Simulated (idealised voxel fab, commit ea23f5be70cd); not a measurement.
Name of the process module below: voxel tone inversion
Section shown: cut. Width: 295 nm. Cell size: 5 nm, square.
Throughout this document, each cross-section is represented as a grid of square cells and is presented as a sequence of bands enumerated from the top downward, where a band comprises one or more rows of cells. It is stipulated that each band's entry specify, in nanometres, the height of the top of the band and then that of its bottom, followed by the materials of the band in left-to-right sequence, each together with its width in nanometres. A single material marked by the word "full width" is understood to fill the band from edge to edge; the word "blank" is understood to denote empty space. Heights are reckoned from 0. Under this level, the received wafer is all of one material. The bottommost band is open-ended downward, for example "0 and below". The notation "30 to 40" denotes a width that varies across the rows of cells in the band, beginning at the first number in the top row, finishing at the second number in the bottom row, and changing by an identical amount from each row to the next. Take "changes: none" at face value: in the step it is given for, the cross-section changed in none of its cells. The entry titled "closed voids" provides the empty spaces that have no open way to the top, restricted to those of 8 cells or more. Each is presented as width x height at distance, the distance being measured from the left edge, with all three in nm. Whatever follows a step's settings on its line is a remark the simulator itself makes about that step. overlay nm: for a step with a mask, the amount by which the mask lay right of where it was planned; a negative amount means left of it.
## The process steps that were planned are listed below
step 1: RECEIVE [material Si]
step 2: CONFORMAL_DEP [material SiN] [thk nm 5]
step 3: DIRECTIONAL_DEP [material aC] [thk nm 20]
step 4: PATTERN [tone cover] [mask id POSTS] [material resist] [width nm 25] [pitch nm 50] [thk nm 30] [overlay nm 0]
step 5: DIRECTIONAL_ETCH [etch materials aC] [depth nm 20]
step 6: STRIP [etch materials resist]
step 7: FILL_DEP [material SiO2] [thk nm 5]
step 8: CMP [height nm 25]
step 9: STRIP [etch materials aC]
## Wafer as received: cross-section following step 1
    0 and below = Si full width
    closed voids: none
## Here's the cross-section of the first of our two wafers at the end of the module - it ran as planned
    25 down to 5 = 60 nm SiO2; 25 nm blank; 25 nm SiO2; 25 nm blank; 25 nm SiO2; 25 nm blank; 25 nm SiO2; 25 nm blank; 60 nm SiO2
    5 down to 0 = SiN full width
    0 and below = Si full width
    closed voids: none
## Here is the second of the two wafers cut open at the end of the module - same start, same plan as the first one, but we made one mistake running it
    25 down to 5 = 60 nm blank; 25 nm SiO2; 25 nm blank; 25 nm SiO2; 25 nm blank; 25 nm SiO2; 25 nm blank; 25 nm SiO2; 60 nm blank
    5 down to 0 = SiN full width
    0 and below = Si full width
    closed voids: none
In executing the process, a mistake was made relative to the plan: contrary to plan, step 4 was performed as PATTERN [tone open] [mask id POSTS] [material resist] [width nm 25] [pitch nm 50] [thk nm 30] [overlay nm 0]
The final cell counts differ between the wafers, with the second having more or fewer of some materials than the first: -76 SiO2
